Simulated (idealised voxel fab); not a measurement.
The following is a process module called voxel self aligned vias.
220 nm wide, 5 nm square cells: that's cross-section cut.
A cross-section is written here as square cells arranged in a grid, and it is given in bands from the top down, each band taking up one or more rows of cells.
Look at the band entry: it leads with the top's height and the bottom's height in nm. Then it lists the materials left to right, with a width in nm for each. The word "edge to edge" on a single material says that material fills the band edge to edge. The word "blank" is empty space.
Heights from 0 (as-received wafer is one material below). Bottom band endless downward, as "z 0 and below".
So if you see something like "30..40" for the width, read it as the top row of the band sitting at the first number and the bottom row at the second, with every row in between moving by the same amount as the last.
A step reported as "no modification" is a step in which no cell of the cross-section changed.
Entry "Sealed internal voids". Content: empty spaces with no open connection to the top, size 8 cells or greater. Each: width x height at distance. Distance: from left edge. Unit: nm.
Note: text after step settings on the step line = simulator remark on that step.
On any step carrying a mask, the "overlay nm" setting, if present on the step's line, tells how far right of its planned place the mask lay; negative values point to the left.
Pairs, read this way: before one process step on the one hand, after it on the other, the after cross-section ending at the lowest band that changed; the step between, settings included, beneath. Same starting wafer throughout, but possibly different runs of this module, so no pair continues from the pair above unless its entry headed "Before the step" says so.
## Before the step
* z 25 to 10 = SiCN edge to edge
* z 10 to 0 = SiO2 edge to edge
* z 0 and below = Si edge to edge
* Sealed internal voids: none
## State After Step
* z 50 to 25 = SiO2 edge to edge
* Under the height 25 nothing was changed.
* Sealed internal voids: none
Step applied between the pre-step and post-step cross-sections shown above: DIRECTIONAL_DEP, material SiO2, thk nm 25
Before the step: the cross-section after the pair above
## State After Step
* z 50 to 25 = SiO2 35 nm, then blank 30 nm, then SiO2 30 nm, then blank 30 nm, then SiO2 30 nm, then blank 30 nm, then SiO2 35 nm
* Under the height 25 nothing was changed.
* Sealed internal voids: none
Step applied between the pre-step and post-step cross-sections shown above: MASKED_ETCH, tone open, mask id LINES, width nm 30, pitch nm 60, etch materials SiO2, depth nm 25, overlay nm 0
Before the step: the cross-section after the pair above
## State After Step
* z 55 to 50 = TiN 40 nm, then blank 20 nm, then TiN 40 nm, then blank 20 nm, then TiN 40 nm, then blank 20 nm, then TiN 40 nm
* z 50 to 30 = SiO2 35 nm, then TiN 5 nm, then blank 20 nm, then TiN 5 nm, then SiO2 30 nm, then TiN 5 nm, then blank 20 nm, then TiN 5 nm, then SiO2 30 nm, then TiN 5 nm, then blank 20 nm, then TiN 5 nm, then SiO2 35 nm
* z 30 to 25 = SiO2 35 nm, then TiN 30 nm, then SiO2 30 nm, then TiN 30 nm, then SiO2 30 nm, then TiN 30 nm, then SiO2 35 nm
* Under the height 25 nothing was changed.
* Sealed internal voids: none
Step applied between the pre-step and post-step cross-sections shown above: CONFORMAL_DEP, material TiN, thk nm 5
Before the step: the cross-section after the pair above
## State After Step
* z 65 to 55 = W edge to edge
* z 55 to 50 = TiN 40 nm, then W 20 nm, then TiN 40 nm, then W 20 nm, then TiN 40 nm, then W 20 nm, then TiN 40 nm
* z 50 to 30 = SiO2 35 nm, then TiN 5 nm, then W 20 nm, then TiN 5 nm, then SiO2 30 nm, then TiN 5 nm, then W 20 nm, then TiN 5 nm, then SiO2 30 nm, then TiN 5 nm, then W 20 nm, then TiN 5 nm, then SiO2 35 nm
* Under the height 30 nothing was changed.
* Sealed internal voids: none
Step applied between the pre-step and post-step cross-sections shown above: FILL_DEP, material W, thk nm 10
Before the step: the cross-section after the pair above
## State After Step
* z 40 to 30 = SiO2 35 nm, then TiN 5 nm, then W 20 nm, then TiN 5 nm, then SiO2 30 nm, then TiN 5 nm, then W 20 nm, then TiN 5 nm, then SiO2 30 nm, then TiN 5 nm, then W 20 nm, then TiN 5 nm, then SiO2 35 nm
* Under the height 30 nothing was changed.
* Sealed internal voids: none
Step applied between the pre-step and post-step cross-sections shown above: CMP, height nm 40
Before the step: the cross-section after the pair above
## State After Step
* z 40 to 30 = SiO2 35 nm, then blank 30 nm, then SiO2 30 nm, then blank 30 nm, then SiO2 30 nm, then blank 30 nm, then SiO2 35 nm
* Under the height 30 nothing was changed.
* Sealed internal voids: none
Step applied between the pre-step and post-step cross-sections shown above: SELECTIVE_ETCH, etch materials W Ru TiN, depth nm 10
Before the step: the cross-section after the pair above
## State After Step
* z 45 to 40 = SiN edge to edge
* z 40 to 30 = SiO2 35 nm, then SiN 30 nm, then SiO2 30 nm, then SiN 30 nm, then SiO2 30 nm, then SiN 30 nm, then SiO2 35 nm
* Under the height 30 nothing was changed.
* Sealed internal voids: none
Step applied between the pre-step and post-step cross-sections shown above: FILL_DEP, material SiN, thk nm 5
Before the step: the cross-section after the pair above
## State After Step
* z 40 to 30 = SiO2 35 nm, then SiN 30 nm, then SiO2 30 nm, then SiN 30 nm, then SiO2 30 nm, then SiN 30 nm, then SiO2 35 nm
* Under the height 30 nothing was changed.
* Sealed internal voids: none
Step applied between the pre-step and post-step cross-sections shown above: CMP, height nm 40
Before the step: the cross-section after the pair above
## State After Step
* z 60 to 40 = SiO2 edge to edge
* Under the height 40 nothing was changed.
* Sealed internal voids: none
Step applied between the pre-step and post-step cross-sections shown above: DIRECTIONAL_DEP, material SiO2, thk nm 20
Before the step: the cross-section after the pair above
## State After Step
* z 75 to 60 = aC edge to edge
* Under the height 60 nothing was changed.
* Sealed internal voids: none
Step applied between the pre-step and post-step cross-sections shown above: DIRECTIONAL_DEP, material aC, thk nm 15
Before the step: the cross-section after the pair above
## State After Step
* z 105 to 75 = resist 30 nm, then blank 40 nm, then resist 80 nm, then blank 40 nm, then resist 30 nm
* Under the height 75 nothing was changed.
* Sealed internal voids: none
Step applied between the pre-step and post-step cross-sections shown above: PATTERN, tone open, mask id VIAS, material resist, width nm 40, pitch nm 120, thk nm 30, overlay nm 0
Before the step: the cross-section after the pair above
## State After Step
* z 90 to 75 = resist 30 nm, then blank 40 nm, then resist 80 nm, then blank 40 nm, then resist 30 nm
* z 75 to 60 = aC 30 nm, then blank 40 nm, then aC 80 nm, then blank 40 nm, then aC 30 nm
* Under the height 60 nothing was changed.
* Sealed internal voids: none
Step applied between the pre-step and post-step cross-sections shown above: DIRECTIONAL_ETCH, etch materials aC, depth nm 15
Before the step: the cross-section after the pair above
## State After Step
* z 75 to 60 = aC 30 nm, then blank 40 nm, then aC 80 nm, then blank 40 nm, then aC 30 nm
* Under the height 60 nothing was changed.
* Sealed internal voids: none
Step applied between the pre-step and post-step cross-sections shown above: STRIP, etch materials resist
Before the step: the cross-section after the pair above
## State After Step
* z 75 to 60 = aC 30 nm, then blank 40 nm, then aC 80 nm, then blank 40 nm, then aC 30 nm
* z 60 to 40 = SiO2 30 nm, then blank 40 nm, then SiO2 80 nm, then blank 40 nm, then SiO2 30 nm
* Under the height 40 nothing was changed.
* Sealed internal voids: none
Step applied between the pre-step and post-step cross-sections shown above: DIRECTIONAL_ETCH, etch materials SiO2, depth nm 20
Before the step: the cross-section after the pair above
## State After Step
* z 75 to 60 = aC 30 nm, then blank 40 nm, then aC 80 nm, then blank 40 nm, then aC 30 nm
* z 60 to 40 = SiO2 30 nm, then blank 40 nm, then SiO2 80 nm, then blank 40 nm, then SiO2 30 nm
* z 40 to 30 = SiO2 35 nm, then blank 30 nm, then SiO2 30 nm, then SiN 30 nm, then SiO2 30 nm, then blank 30 nm, then SiO2 35 nm
* Under the height 30 nothing was changed.
* Sealed internal voids: none
Step applied between the pre-step and post-step cross-sections shown above: DIRECTIONAL_ETCH, etch materials SiN, depth nm 10
Before the step: the cross-section after the pair above
## State After Step
* z 60 to 40 = SiO2 30 nm, then blank 40 nm, then SiO2 80 nm, then blank 40 nm, then SiO2 30 nm
* Under the height 40 nothing was changed.
* Sealed internal voids: none
Step applied between the pre-step and post-step cross-sections shown above: STRIP, etch materials aC
Before the step: the cross-section after the pair above
## State After Step
* z 65 to 60 = TiN 35 nm, then blank 30 nm, then TiN 90 nm, then blank 30 nm, then TiN 35 nm
* z 60 to 45 = SiO2 30 nm, then TiN 5 nm, then blank 30 nm, then TiN 5 nm, then SiO2 80 nm, then TiN 5 nm, then blank 30 nm, then TiN 5 nm, then SiO2 30 nm
* z 45 to 40 = SiO2 30 nm, then TiN 10 nm, then blank 20 nm, then TiN 10 nm, then SiO2 80 nm, then TiN 10 nm, then blank 20 nm, then TiN 10 nm, then SiO2 30 nm
* z 40 to 35 = SiO2 35 nm, then TiN 5 nm, then blank 20 nm, then TiN 5 nm, then SiO2 30 nm, then SiN 30 nm, then SiO2 30 nm, then TiN 5 nm, then blank 20 nm, then TiN 5 nm, then SiO2 35 nm
* z 35 to 30 = SiO2 35 nm, then TiN 30 nm, then SiO2 30 nm, then SiN 30 nm, then SiO2 30 nm, then TiN 30 nm, then SiO2 35 nm
* Under the height 30 nothing was changed.
* Sealed internal voids: none
Step applied between the pre-step and post-step cross-sections shown above: CONFORMAL_DEP, material TiN, thk nm 5
Before the step: the cross-section after the pair above
## State After Step
* z 70 to 65 = Cu edge to edge
* z 65 to 60 = TiN 35 nm, then Cu 30 nm, then TiN 90 nm, then Cu 30 nm, then TiN 35 nm
* z 60 to 45 = SiO2 30 nm, then TiN 5 nm, then Cu 30 nm, then TiN 5 nm, then SiO2 80 nm, then TiN 5 nm, then Cu 30 nm, then TiN 5 nm, then SiO2 30 nm
* z 45 to 40 = SiO2 30 nm, then TiN 10 nm, then Cu 20 nm, then TiN 10 nm, then SiO2 80 nm, then TiN 10 nm, then Cu 20 nm, then TiN 10 nm, then SiO2 30 nm
* z 40 to 35 = SiO2 35 nm, then TiN 5 nm, then Cu 20 nm, then TiN 5 nm, then SiO2 30 nm, then SiN 30 nm, then SiO2 30 nm, then TiN 5 nm, then Cu 20 nm, then TiN 5 nm, then SiO2 35 nm
* Under the height 35 nothing was changed.
* Sealed internal voids: none
Step applied between the pre-step and post-step cross-sections shown above: FILL_DEP, material Cu, thk nm 5
Before the step: the cross-section after the pair above
## State After Step
* z 60 to 45 = SiO2 30 nm, then TiN 5 nm, then Cu 30 nm, then TiN 5 nm, then SiO2 80 nm, then TiN 5 nm, then Cu 30 nm, then TiN 5 nm, then SiO2 30 nm
* Under the height 45 nothing was changed.
* Sealed internal voids: none
Step applied between the pre-step and post-step cross-sections shown above: CMP, height nm 60
Before the step: the cross-section after the pair above
## State After Step
* z 65 to 60 = SiN edge to edge
* Under the height 60 nothing was changed.
* Sealed internal voids: none
Step applied between the pre-step and post-step cross-sections shown above: CONFORMAL_DEP, material SiN, thk nm 5
## Before the step
* z 40 to 15 = SiO2 edge to edge
* z 15 to 10 = SiCN edge to edge
* z 10 to 0 = SiO2 edge to edge
* z 0 and below = Si edge to edge
* Sealed internal voids: none
## State After Step
* z 40 to 15 = SiO2 35 nm, then blank 35 nm, then SiO2 25 nm, then blank 35 nm, then SiO2 25 nm, then blank 35 nm, then SiO2 30 nm
* Under the height 15 nothing was changed.
* Sealed internal voids: none
Step applied between the pre-step and post-step cross-sections shown above: MASKED_ETCH, tone open, mask id LINES, width nm 35, pitch nm 60, etch materials SiO2, depth nm 25, overlay nm 0
Before the step: the cross-section after the pair above
## State After Step
* z 45 to 40 = TiN 40 nm, then blank 25 nm, then TiN 35 nm, then blank 25 nm, then TiN 35 nm, then blank 25 nm, then TiN 35 nm
* z 40 to 20 = SiO2 35 nm, then TiN 5 nm, then blank 25 nm, then TiN 5 nm, then SiO2 25 nm, then TiN 5 nm, then blank 25 nm, then TiN 5 nm, then SiO2 25 nm, then TiN 5 nm, then blank 25 nm, then TiN 5 nm, then SiO2 30 nm
* z 20 to 15 = SiO2 35 nm, then TiN 35 nm, then SiO2 25 nm, then TiN 35 nm, then SiO2 25 nm, then TiN 35 nm, then SiO2 30 nm
* Under the height 15 nothing was changed.
* Sealed internal voids: none
Step applied between the pre-step and post-step cross-sections shown above: CONFORMAL_DEP, material TiN, thk nm 5
Before the step: the cross-section after the pair above
## State After Step
* z 55 to 45 = W edge to edge
* z 45 to 40 = TiN 40 nm, then W 25 nm, then TiN 35 nm, then W 25 nm, then TiN 35 nm, then W 25 nm, then TiN 35 nm
* z 40 to 20 = SiO2 35 nm, then TiN 5 nm, then W 25 nm, then TiN 5 nm, then SiO2 25 nm, then TiN 5 nm, then W 25 nm, then TiN 5 nm, then SiO2 25 nm, then TiN 5 nm, then W 25 nm, then TiN 5 nm, then SiO2 30 nm
* Under the height 20 nothing was changed.
* Sealed internal voids: none
Step applied between the pre-step and post-step cross-sections shown above: FILL_DEP, material W, thk nm 10
Before the step: the cross-section after the pair above
## State After Step
* z 40 to 20 = SiO2 35 nm, then TiN 5 nm, then W 25 nm, then TiN 5 nm, then SiO2 25 nm, then TiN 5 nm, then W 25 nm, then TiN 5 nm, then SiO2 25 nm, then TiN 5 nm, then W 25 nm, then TiN 5 nm, then SiO2 30 nm
* Under the height 20 nothing was changed.
* Sealed internal voids: none
Step applied between the pre-step and post-step cross-sections shown above: CMP, height nm 40
Before the step: the cross-section after the pair above
## State After Step
* z 40 to 30 = SiO2 35 nm, then blank 35 nm, then SiO2 25 nm, then blank 35 nm, then SiO2 25 nm, then blank 35 nm, then SiO2 30 nm
* Under the height 30 nothing was changed.
* Sealed internal voids: none
Step applied between the pre-step and post-step cross-sections shown above: SELECTIVE_ETCH, etch materials W Ru TiN, depth nm 10
Before the step: the cross-section after the pair above
## State After Step
* z 45 to 40 = SiN edge to edge
* z 40 to 30 = SiO2 35 nm, then SiN 35 nm, then SiO2 25 nm, then SiN 35 nm, then SiO2 25 nm, then SiN 35 nm, then SiO2 30 nm
* Under the height 30 nothing was changed.
* Sealed internal voids: none
Step applied between the pre-step and post-step cross-sections shown above: FILL_DEP, material SiN, thk nm 5
Before the step: the cross-section after the pair above
## State After Step
* z 40 to 30 = SiO2 35 nm, then SiN 35 nm, then SiO2 25 nm, then SiN 35 nm, then SiO2 25 nm, then SiN 35 nm, then SiO2 30 nm
* Under the height 30 nothing was changed.
* Sealed internal voids: none
Step applied between the pre-step and post-step cross-sections shown above: CMP, height nm 40
Before the step: the cross-section after the pair above
## State After Step
* z 60 to 40 = SiO2 edge to edge
* Under the height 40 nothing was changed.
* Sealed internal voids: none
Step applied between the pre-step and post-step cross-sections shown above: DIRECTIONAL_DEP, material SiO2, thk nm 20
Before the step: the cross-section after the pair above
## State After Step
* z 75 to 60 = aC edge to edge
* Under the height 60 nothing was changed.
* Sealed internal voids: none
Step applied between the pre-step and post-step cross-sections shown above: DIRECTIONAL_DEP, material aC, thk nm 15
Before the step: the cross-section after the pair above
## State After Step
* z 105 to 75 = resist 30 nm, then blank 40 nm, then resist 80 nm, then blank 40 nm, then resist 30 nm
* Under the height 75 nothing was changed.
* Sealed internal voids: none
Step applied between the pre-step and post-step cross-sections shown above: PATTERN, tone open, mask id VIAS, material resist, width nm 40, pitch nm 120, thk nm 30, overlay nm 0
Before the step: the cross-section after the pair above
## State After Step
* z 90 to 75 = resist 30 nm, then blank 40 nm, then resist 80 nm, then blank 40 nm, then resist 30 nm
* z 75 to 60 = aC 30 nm, then blank 40 nm, then aC 80 nm, then blank 40 nm, then aC 30 nm
* Under the height 60 nothing was changed.
* Sealed internal voids: none
Step applied between the pre-step and post-step cross-sections shown above: DIRECTIONAL_ETCH, etch materials aC, depth nm 15
Before the step: the cross-section after the pair above
## State After Step
* z 75 to 60 = aC 30 nm, then blank 40 nm, then aC 80 nm, then blank 40 nm, then aC 30 nm
* Under the height 60 nothing was changed.
* Sealed internal voids: none
Step applied between the pre-step and post-step cross-sections shown above: STRIP, etch materials resist
Before the step: the cross-section after the pair above
## State After Step
* z 75 to 60 = aC 30 nm, then blank 40 nm, then aC 80 nm, then blank 40 nm, then aC 30 nm
* z 60 to 40 = SiO2 30 nm, then blank 40 nm, then SiO2 80 nm, then blank 40 nm, then SiO2 30 nm
* Under the height 40 nothing was changed.
* Sealed internal voids: none
Step applied between the pre-step and post-step cross-sections shown above: DIRECTIONAL_ETCH, etch materials SiO2, depth nm 20
Before the step: the cross-section after the pair above
## State After Step
* z 75 to 60 = aC 30 nm, then blank 40 nm, then aC 80 nm, then blank 40 nm, then aC 30 nm
* z 60 to 40 = SiO2 30 nm, then blank 40 nm, then SiO2 80 nm, then blank 40 nm, then SiO2 30 nm
* z 40 to 30 = SiO2 35 nm, then blank 35 nm, then SiO2 25 nm, then SiN 35 nm, then SiO2 25 nm, then blank 35 nm, then SiO2 30 nm
* Under the height 30 nothing was changed.
* Sealed internal voids: none
Step applied between the pre-step and post-step cross-sections shown above: DIRECTIONAL_ETCH, etch materials SiN, depth nm 10
Before the step: the cross-section after the pair above
## State After Step
* z 60 to 40 = SiO2 30 nm, then blank 40 nm, then SiO2 80 nm, then blank 40 nm, then SiO2 30 nm
* Under the height 40 nothing was changed.
* Sealed internal voids: none
Step applied between the pre-step and post-step cross-sections shown above: STRIP, etch materials aC
Before the step: the cross-section after the pair above
## State After Step
* z 65 to 60 = TiN 35 nm, then blank 30 nm, then TiN 90 nm, then blank 30 nm, then TiN 35 nm
* z 60 to 45 = SiO2 30 nm, then TiN 5 nm, then blank 30 nm, then TiN 5 nm, then SiO2 80 nm, then TiN 5 nm, then blank 30 nm, then TiN 5 nm, then SiO2 30 nm
* z 45 to 40 = SiO2 30 nm, then TiN 10 nm, then blank 25 nm, then TiN 5 nm, then SiO2 80 nm, then TiN 10 nm, then blank 25 nm, then TiN 5 nm, then SiO2 30 nm
* z 40 to 35 = SiO2 35 nm, then TiN 5 nm, then blank 25 nm, then TiN 5 nm, then SiO2 25 nm, then SiN 35 nm, then SiO2 25 nm, then TiN 5 nm, then blank 25 nm, then TiN 5 nm, then SiO2 30 nm
* z 35 to 30 = SiO2 35 nm, then TiN 35 nm, then SiO2 25 nm, then SiN 35 nm, then SiO2 25 nm, then TiN 35 nm, then SiO2 30 nm
* Under the height 30 nothing was changed.
* Sealed internal voids: none
Step applied between the pre-step and post-step cross-sections shown above: CONFORMAL_DEP, material TiN, thk nm 5
Before the step: the cross-section after the pair above
## State After Step
* z 70 to 65 = Cu edge to edge
* z 65 to 60 = TiN 35 nm, then Cu 30 nm, then TiN 90 nm, then Cu 30 nm, then TiN 35 nm
* z 60 to 45 = SiO2 30 nm, then TiN 5 nm, then Cu 30 nm, then TiN 5 nm, then SiO2 80 nm, then TiN 5 nm, then Cu 30 nm, then TiN 5 nm, then SiO2 30 nm
* z 45 to 40 = SiO2 30 nm, then TiN 10 nm, then Cu 25 nm, then TiN 5 nm, then SiO2 80 nm, then TiN 10 nm, then Cu 25 nm, then TiN 5 nm, then SiO2 30 nm
* z 40 to 35 = SiO2 35 nm, then TiN 5 nm, then Cu 25 nm, then TiN 5 nm, then SiO2 25 nm, then SiN 35 nm, then SiO2 25 nm, then TiN 5 nm, then Cu 25 nm, then TiN 5 nm, then SiO2 30 nm
* Under the height 35 nothing was changed.
* Sealed internal voids: none
Step applied between the pre-step and post-step cross-sections shown above: FILL_DEP, material Cu, thk nm 5
Before the step: the cross-section after the pair above
## State After Step
* z 60 to 45 = SiO2 30 nm, then TiN 5 nm, then Cu 30 nm, then TiN 5 nm, then SiO2 80 nm, then TiN 5 nm, then Cu 30 nm, then TiN 5 nm, then SiO2 30 nm
* Under the height 45 nothing was changed.
* Sealed internal voids: none
Step applied between the pre-step and post-step cross-sections shown above: CMP, height nm 60
Before the step: the cross-section after the pair above
## State After Step
* z 65 to 60 = SiN edge to edge
* Under the height 60 nothing was changed.
* Sealed internal voids: none
Step applied between the pre-step and post-step cross-sections shown above: CONFORMAL_DEP, material SiN, thk nm 5
## Before the step
* z 75 to 60 = aC edge to edge
* z 60 to 40 = SiO2 edge to edge
* z 40 to 30 = SiO2 35 nm, then SiN 30 nm, then SiO2 30 nm, then SiN 30 nm, then SiO2 30 nm, then SiN 30 nm, then SiO2 35 nm
* z 30 to 20 = SiO2 35 nm, then TiN 5 nm, then W 20 nm, then TiN 5 nm, then SiO2 30 nm, then TiN 5 nm, then W 20 nm, then TiN 5 nm, then SiO2 30 nm, then TiN 5 nm, then W 20 nm, then TiN 5 nm, then SiO2 35 nm
* z 20 to 15 = SiO2 35 nm, then TiN 30 nm, then SiO2 30 nm, then TiN 30 nm, then SiO2 30 nm, then TiN 30 nm, then SiO2 35 nm
* z 15 to 10 = SiCN edge to edge
* z 10 to 0 = SiO2 edge to edge
* z 0 and below = Si edge to edge
* Sealed internal voids: none
## State After Step
* z 105 to 75 = resist 20 nm, then blank 40 nm, then resist 80 nm, then blank 40 nm, then resist 40 nm
* Under the height 75 nothing was changed.
* Sealed internal voids: none
Step applied between the pre-step and post-step cross-sections shown above: PATTERN, tone open, mask id VIAS, material resist, width nm 40, pitch nm 120, thk nm 30, overlay nm -10
Before the step: the cross-section after the pair above
## State After Step
* z 90 to 75 = resist 20 nm, then blank 40 nm, then resist 80 nm, then blank 40 nm, then resist 40 nm
* z 75 to 60 = aC 20 nm, then blank 40 nm, then aC 80 nm, then blank 40 nm, then aC 40 nm
* Under the height 60 nothing was changed.
* Sealed internal voids: none
Step applied between the pre-step and post-step cross-sections shown above: DIRECTIONAL_ETCH, etch materials aC, depth nm 15
Before the step: the cross-section after the pair above
## State After Step
* z 75 to 60 = aC 20 nm, then blank 40 nm, then aC 80 nm, then blank 40 nm, then aC 40 nm
* Under the height 60 nothing was changed.
* Sealed internal voids: none
Step applied between the pre-step and post-step cross-sections shown above: STRIP, etch materials resist
Before the step: the cross-section after the pair above
## State After Step
* z 75 to 60 = aC 20 nm, then blank 40 nm, then aC 80 nm, then blank 40 nm, then aC 40 nm
* z 60 to 40 = SiO2 20 nm, then blank 40 nm, then SiO2 80 nm, then blank 40 nm, then SiO2 40 nm
* Under the height 40 nothing was changed.
* Sealed internal voids: none
Step applied between the pre-step and post-step cross-sections shown above: DIRECTIONAL_ETCH, etch materials SiO2, depth nm 20
Before the step: the cross-section after the pair above
## State After Step
* z 75 to 60 = aC 20 nm, then blank 40 nm, then aC 80 nm, then blank 40 nm, then aC 40 nm
* z 60 to 40 = SiO2 20 nm, then blank 40 nm, then SiO2 80 nm, then blank 40 nm, then SiO2 40 nm
* z 40 to 30 = SiO2 35 nm, then blank 25 nm, then SiN 5 nm, then SiO2 30 nm, then SiN 30 nm, then SiO2 30 nm, then blank 25 nm, then SiN 5 nm, then SiO2 35 nm
* Under the height 30 nothing was changed.
* Sealed internal voids: none
Step applied between the pre-step and post-step cross-sections shown above: DIRECTIONAL_ETCH, etch materials SiN, depth nm 10
Before the step: the cross-section after the pair above
## State After Step
* z 60 to 40 = SiO2 20 nm, then blank 40 nm, then SiO2 80 nm, then blank 40 nm, then SiO2 40 nm
* Under the height 40 nothing was changed.
* Sealed internal voids: none
Step applied between the pre-step and post-step cross-sections shown above: STRIP, etch materials aC
Before the step: the cross-section after the pair above
## State After Step
* z 65 to 60 = TiN 25 nm, then blank 30 nm, then TiN 90 nm, then blank 30 nm, then TiN 45 nm
* z 60 to 45 = SiO2 20 nm, then TiN 5 nm, then blank 30 nm, then TiN 5 nm, then SiO2 80 nm, then TiN 5 nm, then blank 30 nm, then TiN 5 nm, then SiO2 40 nm
* z 45 to 40 = SiO2 20 nm, then TiN 20 nm, then blank 15 nm, then TiN 5 nm, then SiO2 80 nm, then TiN 20 nm, then blank 15 nm, then TiN 5 nm, then SiO2 40 nm
* z 40 to 35 = SiO2 35 nm, then TiN 5 nm, then blank 15 nm, then TiN 5 nm, then SiN 5 nm, then SiO2 30 nm, then SiN 30 nm, then SiO2 30 nm, then TiN 5 nm, then blank 15 nm, then TiN 5 nm, then SiN 5 nm, then SiO2 35 nm
* z 35 to 30 = SiO2 35 nm, then TiN 25 nm, then SiN 5 nm, then SiO2 30 nm, then SiN 30 nm, then SiO2 30 nm, then TiN 25 nm, then SiN 5 nm, then SiO2 35 nm
* Under the height 30 nothing was changed.
* Sealed internal voids: none
Step applied between the pre-step and post-step cross-sections shown above: CONFORMAL_DEP, material TiN, thk nm 5
Before the step: the cross-section after the pair above
## State After Step
* z 70 to 65 = Cu edge to edge
* z 65 to 60 = TiN 25 nm, then Cu 30 nm, then TiN 90 nm, then Cu 30 nm, then TiN 45 nm
* z 60 to 45 = SiO2 20 nm, then TiN 5 nm, then Cu 30 nm, then TiN 5 nm, then SiO2 80 nm, then TiN 5 nm, then Cu 30 nm, then TiN 5 nm, then SiO2 40 nm
* z 45 to 40 = SiO2 20 nm, then TiN 20 nm, then Cu 15 nm, then TiN 5 nm, then SiO2 80 nm, then TiN 20 nm, then Cu 15 nm, then TiN 5 nm, then SiO2 40 nm
* z 40 to 35 = SiO2 35 nm, then TiN 5 nm, then Cu 15 nm, then TiN 5 nm, then SiN 5 nm, then SiO2 30 nm, then SiN 30 nm, then SiO2 30 nm, then TiN 5 nm, then Cu 15 nm, then TiN 5 nm, then SiN 5 nm, then SiO2 35 nm
* Under the height 35 nothing was changed.
* Sealed internal voids: none
Step applied between the pre-step and post-step cross-sections shown above: FILL_DEP, material Cu, thk nm 5
Before the step: the cross-section after the pair above
## State After Step
* z 60 to 45 = SiO2 20 nm, then TiN 5 nm, then Cu 30 nm, then TiN 5 nm, then SiO2 80 nm, then TiN 5 nm, then Cu 30 nm, then TiN 5 nm, then SiO2 40 nm
* Under the height 45 nothing was changed.
* Sealed internal voids: none
Step applied between the pre-step and post-step cross-sections shown above: CMP, height nm 60
Before the step: the cross-section after the pair above
## State After Step
* z 65 to 60 = SiN edge to edge
* Under the height 60 nothing was changed.
* Sealed internal voids: none
Step applied between the pre-step and post-step cross-sections shown above: CONFORMAL_DEP, material SiN, thk nm 5
## Before the step
* z 40 to 30 = SiO2 35 nm, then SiN 30 nm, then SiO2 30 nm, then SiN 30 nm, then SiO2 30 nm, then SiN 30 nm, then SiO2 35 nm
* z 30 to 20 = SiO2 35 nm, then TiN 5 nm, then W 20 nm, then TiN 5 nm, then SiO2 30 nm, then TiN 5 nm, then W 20 nm, then TiN 5 nm, then SiO2 30 nm, then TiN 5 nm, then W 20 nm, then TiN 5 nm, then SiO2 35 nm
* z 20 to 15 = SiO2 35 nm, then TiN 30 nm, then SiO2 30 nm, then TiN 30 nm, then SiO2 30 nm, then TiN 30 nm, then SiO2 35 nm
* z 15 to 10 = SiCN edge to edge
* z 10 to 0 = SiO2 edge to edge
* z 0 and below = Si edge to edge
* Sealed internal voids: none
## State After Step
* z 60 to 40 = Cu edge to edge
* Under the height 40 nothing was changed.
* Sealed internal voids: none
Step applied between the pre-step and post-step cross-sections shown above: DIRECTIONAL_DEP, material Cu, thk nm 20
Before the step: the cross-section after the pair above
## State After Step
* z 75 to 60 = aC edge to edge
* Under the height 60 nothing was changed.
* Sealed internal voids: none
Step applied between the pre-step and post-step cross-sections shown above: DIRECTIONAL_DEP, material aC, thk nm 15
Before the step: the cross-section after the pair above
## State After Step
* z 105 to 75 = resist 30 nm, then blank 40 nm, then resist 80 nm, then blank 40 nm, then resist 30 nm
* Under the height 75 nothing was changed.
* Sealed internal voids: none
Step applied between the pre-step and post-step cross-sections shown above: PATTERN, tone open, mask id VIAS, material resist, width nm 40, pitch nm 120, thk nm 30, overlay nm 0
Before the step: the cross-section after the pair above
## State After Step
* z 90 to 75 = resist 30 nm, then blank 40 nm, then resist 80 nm, then blank 40 nm, then resist 30 nm
* z 75 to 60 = aC 30 nm, then blank 40 nm, then aC 80 nm, then blank 40 nm, then aC 30 nm
* Under the height 60 nothing was changed.
* Sealed internal voids: none
Step applied between the pre-step and post-step cross-sections shown above: DIRECTIONAL_ETCH, etch materials aC, depth nm 15
Before the step: the cross-section after the pair above
## State After Step
* z 75 to 60 = aC 30 nm, then blank 40 nm, then aC 80 nm, then blank 40 nm, then aC 30 nm
* Under the height 60 nothing was changed.
* Sealed internal voids: none
Step applied between the pre-step and post-step cross-sections shown above: STRIP, etch materials resist
Before the step: the cross-section after the pair above
## State After Step
* z 60 to 40 = Cu edge to edge
* Under the height 40 nothing was changed.
* Sealed internal voids: none
Step applied between the pre-step and post-step cross-sections shown above: STRIP, etch materials aC
Before the step: the cross-section after the pair above
## State After Step
* z 65 to 60 = TiN edge to edge
* Under the height 60 nothing was changed.
* Sealed internal voids: none
Step applied between the pre-step and post-step cross-sections shown above: CONFORMAL_DEP, material TiN, thk nm 5
Before the step: the cross-section after the pair above
## State After Step
* z 70 to 65 = Cu edge to edge
* Under the height 65 nothing was changed.
* Sealed internal voids: none
Step applied between the pre-step and post-step cross-sections shown above: FILL_DEP, material Cu, thk nm 5
Before the step: the cross-section after the pair above
## State After Step
* z 60 to 40 = Cu edge to edge
* Under the height 40 nothing was changed.
* Sealed internal voids: none
Step applied between the pre-step and post-step cross-sections shown above: CMP, height nm 60
Before the step: the cross-section after the pair above
## State After Step
* z 65 to 60 = SiN edge to edge
* Under the height 60 nothing was changed.
* Sealed internal voids: none
Step applied between the pre-step and post-step cross-sections shown above: CONFORMAL_DEP, material SiN, thk nm 5
## Before the step
* z 40 to 15 = SiO2 edge to edge
* z 15 to 10 = SiCN edge to edge
* z 10 to 0 = SiO2 edge to edge
* z 0 and below = Si edge to edge
* Sealed internal voids: none
## State After Step
* z 40 to 15 = blank 35 nm, then SiO2 30 nm, then blank 30 nm, then SiO2 30 nm, then blank 30 nm, then SiO2 30 nm, then blank 35 nm
* Under the height 15 nothing was changed.
* Sealed internal voids: none
Step applied between the pre-step and post-step cross-sections shown above: MASKED_ETCH, tone cover, mask id LINES, width nm 30, pitch nm 60, etch materials SiO2, depth nm 25, overlay nm 0
Before the step: the cross-section after the pair above
## State After Step
* z 45 to 40 = blank 30 nm, then TiN 40 nm, then blank 20 nm, then TiN 40 nm, then blank 20 nm, then TiN 40 nm, then blank 30 nm
* z 40 to 20 = blank 30 nm, then TiN 5 nm, then SiO2 30 nm, then TiN 5 nm, then blank 20 nm, then TiN 5 nm, then SiO2 30 nm, then TiN 5 nm, then blank 20 nm, then TiN 5 nm, then SiO2 30 nm, then TiN 5 nm, then blank 30 nm
* z 20 to 15 = TiN 35 nm, then SiO2 30 nm, then TiN 30 nm, then SiO2 30 nm, then TiN 30 nm, then SiO2 30 nm, then TiN 35 nm
* Under the height 15 nothing was changed.
* Sealed internal voids: none
Step applied between the pre-step and post-step cross-sections shown above: CONFORMAL_DEP, material TiN, thk nm 5
